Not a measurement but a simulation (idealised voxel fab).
process module | voxel capacitor over wiring
cross-section cut | 240 nm wide | cells 5 nm
A cross-section is a grid of square cells, given in bands from the top down. A band is one or more rows of cells.
Each band's line starts with the height of the band's top and of its bottom, in nm. Then come its materials from left to right, each with its width in nm. One material with "throughout" fills the band from edge to edge. "air" is empty space.
Height 0 is the level under which the wafer as received is all one material. The lowest band goes on downwards, as in "0 down".
A width such as "30 to 40" changes by the same amount from each row of cells to the next, from the band's top row to its bottom row.
"no change" after a step means that no cell of the cross-section changed.
closed voids: empty space of 8 cells or more with no open way to the top, each as width x height at its distance from the left edge, in nm
after a step's settings: what the simulator itself notes on the step
overlay nm, on a step with a mask: how far to the right of its planned place the mask lay; to the left if negative
plan
1 op RECEIVE | material Si
2 op CONFORMAL_DEP | material SiO2 | thk nm 15
3 op DIRECTIONAL_DEP | material TiN | thk nm 5
4 op DIRECTIONAL_DEP | material Ru | thk nm 25
5 op DIRECTIONAL_DEP | material aC | thk nm 15
6 op PATTERN | tone cover | mask id METAL_1 | material resist | width nm 20 | pitch nm 75 | thk nm 35 | overlay nm 0
7 op DIRECTIONAL_ETCH | etch materials aC | depth nm 15
8 op STRIP | etch materials resist
9 op DIRECTIONAL_ETCH | etch materials Ru | depth nm 25
10 op DIRECTIONAL_ETCH | etch materials TiN | depth nm 5
11 op STRIP | etch materials aC
12 op CONFORMAL_DEP | material SiCN | thk nm 5
13 op FILL_DEP | material lowk | thk nm 5
14 op CMP | height nm 45
15 op CONFORMAL_DEP | material SiCN | thk nm 5
16 op DIRECTIONAL_DEP | material SiO2 | thk nm 15
17 op PATTERN | tone open | mask id PLUG_1 | material resist | width nm 15 | thk nm 20 | overlay nm 0
18 op DIRECTIONAL_ETCH | etch materials SiO2 | depth nm 15
19 op DIRECTIONAL_ETCH | etch materials SiCN | depth nm 5
20 op STRIP | etch materials resist
21 op CONFORMAL_DEP | material TiN | thk nm 5
22 op FILL_DEP | material Ru | thk nm 5
23 op CMP | height nm 65
24 op DIRECTIONAL_DEP | material TiN | thk nm 5
25 op DIRECTIONAL_DEP | material HfO2 | thk nm 5
26 op DIRECTIONAL_DEP | material TiN | thk nm 5
27 op MASKED_ETCH | tone cover | mask id UPPER_PLATE | width nm 60 | etch materials TiN | depth nm 5 | overlay nm 0
28 op MASKED_ETCH | tone cover | mask id UPPER_PLATE | width nm 60 | etch materials HfO2 | depth nm 5 | overlay nm 0
29 op PATTERN | tone cover | mask id LOWER_PLATE | material resist | width nm 70 | thk nm 15 | overlay nm 0
30 op DIRECTIONAL_ETCH | etch materials TiN | depth nm 10
31 op STRIP | etch materials resist
32 op FILL_DEP | material SiO2 | thk nm 20
33 op CMP | height nm 100
34 op DIRECTIONAL_DEP | material aC | thk nm 10
35 op PATTERN | tone open | mask id PLUG_2 | material resist | width nm 15 | thk nm 30 | overlay nm 0
36 op DIRECTIONAL_ETCH | etch materials aC | depth nm 10
37 op STRIP | etch materials resist
38 op DIRECTIONAL_ETCH | etch materials SiO2 | depth nm 15
39 op STRIP | etch materials aC
40 op CONFORMAL_DEP | material TiN | thk nm 5
41 op FILL_DEP | material W | thk nm 5
42 op CMP | height nm 100
43 op CONFORMAL_DEP | material SiCN | thk nm 5
varied across the wafers: thk nm of step 24. The plan shows the first wafer's value. All wafers start alike
first wafer as received, after step 1
  0 down: Si throughout
  closed voids: none
first wafer at the end, after step 43
  105 to 100: SiCN throughout
  100 to 90: SiO2 85 | TiN 5 | W 5 | TiN 5 | SiO2 140
  90 to 85: SiO2 85 | TiN 15 | SiO2 140
  85 to 80: SiO2 throughout
  80 to 75: SiO2 75 | TiN 60 | SiO2 105
  75 to 70: SiO2 75 | HfO2 60 | SiO2 105
  70 to 65: SiO2 70 | TiN 70 | SiO2 100
  65 to 50: SiO2 75 | TiN 5 | Ru 5 | TiN 5 | SiO2 150
  50 to 45: SiCN 75 | TiN 15 | SiCN 150
  45 to 20: lowk 65 | SiCN 5 | Ru 20 | SiCN 5 | lowk 45 | SiCN 5 | Ru 20 | SiCN 5 | lowk 70
  20 to 15: SiCN 70 | TiN 20 | SiCN 55 | TiN 20 | SiCN 75
  15 to 0: SiO2 throughout
  0 down: Si throughout
  closed voids: none
last wafer at the end
  105 to 100: SiCN throughout
  100 to 95: SiO2 75 | TiN 60 | SiO2 105
  95 to 90: SiO2 75 | HfO2 60 | SiO2 105
  90 to 80: SiO2 70 | TiN 70 | SiO2 100
  80 to 65: TiN throughout
  65 to 50: SiO2 75 | TiN 5 | Ru 5 | TiN 5 | SiO2 150
  50 to 45: SiCN 75 | TiN 15 | SiCN 150
  45 to 20: lowk 65 | SiCN 5 | Ru 20 | SiCN 5 | lowk 45 | SiCN 5 | Ru 20 | SiCN 5 | lowk 70
  20 to 15: SiCN 70 | TiN 20 | SiCN 55 | TiN 20 | SiCN 75
  15 to 0: SiO2 throughout
  0 down: Si throughout
  closed voids: none
each wafer at the end: cells of each material gained (+) or lost (-) since it was received, then its closed voids
thk nm 5 | +12 HfO2 | +43 Ru | +153 SiCN | +568 SiO2 | +50 TiN | +2 W | +180 lowk | closed voids: none
thk nm 10 | +12 HfO2 | +43 Ru | +153 SiCN | +554 SiO2 | +64 TiN | +2 W | +180 lowk | closed voids: none
thk nm 15 | +12 HfO2 | +43 Ru | +153 SiCN | +509 SiO2 | +110 TiN | +1 W | +180 lowk | closed voids: none
thk nm 20 | +12 HfO2 | +43 Ru | +153 SiCN | +464 SiO2 | +156 TiN | +180 lowk | closed voids: none
thk nm 25 | +12 HfO2 | +43 Ru | +153 SiCN | +419 SiO2 | +201 TiN | +180 lowk | closed voids: none
